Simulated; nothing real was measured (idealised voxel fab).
A process module follows: voxel double patterning.
235 nm wide, 5 nm square cells: that's cross-section cut.
Think of the cross-section as a grid of square cells. We describe it in bands, top to bottom, and each band covers one or more rows of those cells. Band entry format. Leading values: height of top, height of bottom, nm. Remainder: materials in left-to-right order, each with its width in nm. Special words: "all across" on a single material, which then fills the band edge to edge; "empty", empty space. Height is counted from the level 0, under which the received wafer is composed throughout of one material. The lowest of the bands is not closed at the bottom but continues downward, in the notation "top 0, no bottom". Width spec "30->40" -> top row of cells at first value, bottom row at second value, equal per-row change in between. Where a step carries "changes: none", the cross-section came out of it unchanged, cell for cell. Closed empty spaces (no open way to the top) of 8 cells or more are what "Fully enclosed voids" lists, each as width x height at distance from the left edge, nm for all three. Read whatever lies past the settings on a step's line as the simulator's own remark about the step. The setting "overlay nm" may be written on the line of a step. When the step uses a mask, the value reports how far to the right of the planned place the mask lay, and a negative value reports that it lay to the left.
-- Listed below are the process steps as planned
1 RECEIVE [material Si]
2 CONFORMAL_DEP [material SiO2] [thk nm 10]
3 DIRECTIONAL_DEP [material W] [thk nm 15]
4 DIRECTIONAL_DEP [material SiN] [thk nm 10]
5 MASKED_ETCH [tone open] [mask id FIRST] [width nm 15] [pitch nm 50] [etch materials SiN] [depth nm 10] [overlay nm 0]
6 DIRECTIONAL_DEP [material aC] [thk nm 15]
7 PATTERN [tone open] [mask id SECOND] [material resist] [width nm 15] [pitch nm 50] [thk nm 35] [overlay nm 0]
8 DIRECTIONAL_ETCH [etch materials aC] [depth nm 15]
9 STRIP [etch materials resist]
10 DIRECTIONAL_ETCH [etch materials SiN] [depth nm 10]
11 STRIP [etch materials aC]
12 DIRECTIONAL_ETCH [etch materials W] [depth nm 15]
13 STRIP [etch materials SiN]
-- Step 1 complete: cross-section of the wafer as received
* top 0, no bottom | Si all across
* Fully enclosed voids: none
-- The first of the two wafers as seen in cross-section once the module was finished; processing followed the plan
* top 25, bottom 10 | W 60, empty 15, W 10, empty 15, W 10, empty 15, W 10, empty 15, W 10, empty 15, W 60
* top 10, bottom 0 | SiO2 all across
* top 0, no bottom | Si all across
* Fully enclosed voids: none
-- What the second wafer looks like in cross-section once the module is done. Its start and its plan matched the first wafer's exactly; what differed was one mistake in how it was run
* top 15, bottom 0 | W 60, empty 15, W 10, empty 15, W 10, empty 15, W 10, empty 15, W 10, empty 15, W 60
* top 0, no bottom | Si all across
* Fully enclosed voids: none
Plan not followed: with respect to the plan, step 2 was omitted and not executed
Upon completion, the second wafer contains, in terms of cells, a greater or smaller amount of certain materials than the first wafer: -94 SiO2
